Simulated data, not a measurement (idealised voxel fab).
Process module heading - voxel self aligned vias
It is cross-section cut that appears here, measuring 295 nm in width, its square cells being 5 nm in size.
A cross-section in this document is a grid of square cells, and it is written down as bands, the top band listed before the ones below it; a band is made up of one or more rows of cells.
This entry defines a band. It first specifies the height of the band's top and the height of its bottom in nm, and then specifies the band's materials from left to right, stating each material with its width in nm. The word "edge to edge" identifies a single material that fills the band from edge to edge, while the word "empty" identifies empty space.
Heights from 0 (as-received wafer is one material below). Bottom band endless downward, as "0..down".
Graded width ("30..40"): value in top row of band = first number; value in bottom row = second number; row-to-row change constant.
No cell of the cross-section changed in a step that is given as "changes: none".
"Enclosed internal cavities": sealed empty spaces, 8 cells or more, no open way to top, listed width x height at distance, with distance from the left edge and width, height and distance in nm.
Formally, on a step line, whatever follows the settings is a remark that the simulator itself makes on the step.
overlay nm: how far to the right of its planned place the mask lay on this masked step (negative: to the left).

The process steps that were planned are listed below:
1. RECEIVE, material Si
2. CONFORMAL_DEP, material SiO2, thk nm 10
3. CONFORMAL_DEP, material SiCN, thk nm 5
4. DIRECTIONAL_DEP, material SiO2, thk nm 20
5. MASKED_ETCH, tone open, mask id LINES, width nm 25, pitch nm 55, etch materials SiO2, depth nm 20, overlay nm 0
6. CONFORMAL_DEP, material TiN, thk nm 5
7. FILL_DEP, material Ru, thk nm 5
8. CMP, height nm 35
9. SELECTIVE_ETCH, etch materials W Ru TiN, depth nm 5
10. FILL_DEP, material SiN, thk nm 10
11. CMP, height nm 35
12. DIRECTIONAL_DEP, material SiO2, thk nm 15
13. DIRECTIONAL_DEP, material aC, thk nm 15
14. PATTERN, tone open, mask id VIAS, material resist, width nm 35, pitch nm 55, thk nm 35, overlay nm 0
15. DIRECTIONAL_ETCH, etch materials aC, depth nm 15
16. STRIP, etch materials resist
17. DIRECTIONAL_ETCH, etch materials SiO2, depth nm 15
18. DIRECTIONAL_ETCH, etch materials SiN, depth nm 5
19. STRIP, etch materials aC
20. CONFORMAL_DEP, material TiN, thk nm 5
21. FILL_DEP, material Ru, thk nm 10
22. CMP, height nm 50
23. CONFORMAL_DEP, material SiN, thk nm 5

Below: the first of two wafers, run as planned:

Wafer as received: cross-section following step 1:
> 0..down: Si edge to edge
> Enclosed internal cavities: none

Step 2 done - wafer cross-section:
> 10..0: SiO2 edge to edge
> Below 0, no change.

Step 3 done - wafer cross-section:
> 15..10: SiCN edge to edge
> Below 10, no change.

Step 4 done - wafer cross-section:
> 35..15: SiO2 edge to edge
> Below 15, no change.

Step 5 done - wafer cross-section:
> 35..15: SiO2: 105  empty: 25  SiO2: 30  empty: 25  SiO2: 110
> Below 15, no change.

Step 6 done - wafer cross-section:
> 40..35: TiN: 110  empty: 15  TiN: 40  empty: 15  TiN: 115
> 35..20: SiO2: 105  TiN: 5  empty: 15  TiN: 5  SiO2: 30  TiN: 5  empty: 15  TiN: 5  SiO2: 110
> 20..15: SiO2: 105  TiN: 25  SiO2: 30  TiN: 25  SiO2: 110
> Below 15, no change.

Step 7 done - wafer cross-section:
> 45..40: Ru edge to edge
> 40..35: TiN: 110  Ru: 15  TiN: 40  Ru: 15  TiN: 115
> 35..20: SiO2: 105  TiN: 5  Ru: 15  TiN: 5  SiO2: 30  TiN: 5  Ru: 15  TiN: 5  SiO2: 110
> Below 20, no change.

Step 8 done - wafer cross-section:
> 35..20: SiO2: 105  TiN: 5  Ru: 15  TiN: 5  SiO2: 30  TiN: 5  Ru: 15  TiN: 5  SiO2: 110
> Below 20, no change.

Step 9 done - wafer cross-section:
> 35..30: SiO2: 105  empty: 25  SiO2: 30  empty: 25  SiO2: 110
> Below 30, no change.

Step 10 done - wafer cross-section:
> 45..35: SiN edge to edge
> 35..30: SiO2: 105  SiN: 25  SiO2: 30  SiN: 25  SiO2: 110
> Below 30, no change.

Step 11 done - wafer cross-section:
> 35..30: SiO2: 105  SiN: 25  SiO2: 30  SiN: 25  SiO2: 110
> Below 30, no change.

Step 12 done - wafer cross-section:
> 50..35: SiO2 edge to edge
> Below 35, no change.

Step 13 done - wafer cross-section:
> 65..50: aC edge to edge
> Below 50, no change.

Step 14 done - wafer cross-section:
> 100..65: resist: 100  empty: 35  resist: 20  empty: 35  resist: 105
> Below 65, no change.

Step 15 done - wafer cross-section:
> 85..65: resist: 100  empty: 35  resist: 20  empty: 35  resist: 105
> 65..50: aC: 100  empty: 35  aC: 20  empty: 35  aC: 105
> Below 50, no change.

Step 16 done - wafer cross-section:
> 65..50: aC: 100  empty: 35  aC: 20  empty: 35  aC: 105
> Below 50, no change.

Step 17 done - wafer cross-section:
> 65..50: aC: 100  empty: 35  aC: 20  empty: 35  aC: 105
> 50..35: SiO2: 100  empty: 35  SiO2: 20  empty: 35  SiO2: 105
> Below 35, no change.

Step 18 done - wafer cross-section:
> 65..50: aC: 100  empty: 35  aC: 20  empty: 35  aC: 105
> 50..35: SiO2: 100  empty: 35  SiO2: 20  empty: 35  SiO2: 105
> 35..30: SiO2: 105  empty: 25  SiO2: 30  empty: 25  SiO2: 110
> Below 30, no change.

Step 19 done - wafer cross-section:
> 50..35: SiO2: 100  empty: 35  SiO2: 20  empty: 35  SiO2: 105
> Below 35, no change.

Step 20 done - wafer cross-section:
> 55..50: TiN: 105  empty: 25  TiN: 30  empty: 25  TiN: 110
> 50..40: SiO2: 100  TiN: 5  empty: 25  TiN: 5  SiO2: 20  TiN: 5  empty: 25  TiN: 5  SiO2: 105
> 40..35: SiO2: 100  TiN: 10  empty: 15  TiN: 10  SiO2: 20  TiN: 10  empty: 15  TiN: 10  SiO2: 105
> 35..30: SiO2: 105  TiN: 25  SiO2: 30  TiN: 25  SiO2: 110
> Below 30, no change.

Step 21 done - wafer cross-section:
> 65..55: Ru edge to edge
> 55..50: TiN: 105  Ru: 25  TiN: 30  Ru: 25  TiN: 110
> 50..40: SiO2: 100  TiN: 5  Ru: 25  TiN: 5  SiO2: 20  TiN: 5  Ru: 25  TiN: 5  SiO2: 105
> 40..35: SiO2: 100  TiN: 10  Ru: 15  TiN: 10  SiO2: 20  TiN: 10  Ru: 15  TiN: 10  SiO2: 105
> Below 35, no change.

Step 22 done - wafer cross-section:
> 50..40: SiO2: 100  TiN: 5  Ru: 25  TiN: 5  SiO2: 20  TiN: 5  Ru: 25  TiN: 5  SiO2: 105
> Below 40, no change.

Step 23 done - wafer cross-section:
> 55..50: SiN edge to edge
> Below 50, no change.

The second wafer: identical to the first at the outset and in its planned sequence, differing only in that one mistake was made during processing; up to and including step 16, its path is the first wafer's path:

Cross-sectional representation of the second wafer at the time designated in the plan for the completion of step 17:
> 65..50: aC: 100  empty: 35  aC: 20  empty: 35  aC: 105
> 50..35: SiO2: 100  empty: 35  SiO2: 20  empty: 35  SiO2: 105
> 35..30: SiO2: 100  empty: 5  SiN: 25  empty: 5  SiO2: 20  empty: 5  SiN: 25  empty: 5  SiO2: 105
> 30..20: SiO2: 100  empty: 5  TiN: 5  Ru: 15  TiN: 5  empty: 5  SiO2: 20  empty: 5  TiN: 5  Ru: 15  TiN: 5  empty: 5  SiO2: 105
> Below 20, no change.

Cross-sectional representation of the second wafer at the time designated in the plan for the completion of step 18:
> 65..50: aC: 100  empty: 35  aC: 20  empty: 35  aC: 105
> 50..30: SiO2: 100  empty: 35  SiO2: 20  empty: 35  SiO2: 105
> Below 30, no change.

Cross-sectional representation of the second wafer at the time designated in the plan for the completion of step 19:
> 50..30: SiO2: 100  empty: 35  SiO2: 20  empty: 35  SiO2: 105
> Below 30, no change.

Cross-sectional representation of the second wafer at the time designated in the plan for the completion of step 20:
> 55..50: TiN: 105  empty: 25  TiN: 30  empty: 25  TiN: 110
> 50..35: SiO2: 100  TiN: 5  empty: 25  TiN: 5  SiO2: 20  TiN: 5  empty: 25  TiN: 5  SiO2: 105
> 35..30: SiO2: 100  TiN: 35  SiO2: 20  TiN: 35  SiO2: 105
> 30..20: SiO2: 100  TiN: 10  Ru: 15  TiN: 10  SiO2: 20  TiN: 10  Ru: 15  TiN: 10  SiO2: 105
> Below 20, no change.

Cross-sectional representation of the second wafer at the time designated in the plan for the completion of step 21:
> 65..55: Ru edge to edge
> 55..50: TiN: 105  Ru: 25  TiN: 30  Ru: 25  TiN: 110
> 50..35: SiO2: 100  TiN: 5  Ru: 25  TiN: 5  SiO2: 20  TiN: 5  Ru: 25  TiN: 5  SiO2: 105
> Below 35, no change.

Cross-sectional representation of the second wafer at the time designated in the plan for the completion of step 22:
> 50..35: SiO2: 100  TiN: 5  Ru: 25  TiN: 5  SiO2: 20  TiN: 5  Ru: 25  TiN: 5  SiO2: 105
> Below 35, no change.

Cross-sectional representation of the second wafer at the time designated in the plan for the completion of step 23:
> 55..50: SiN edge to edge
> Below 50, no change.
The mistake made against the process plan was this: step 17 in the plan was executed twice
The final cell counts differ between the wafers, with the second having more or fewer of some materials than the first: Ru +4, SiO2 -12, TiN +8
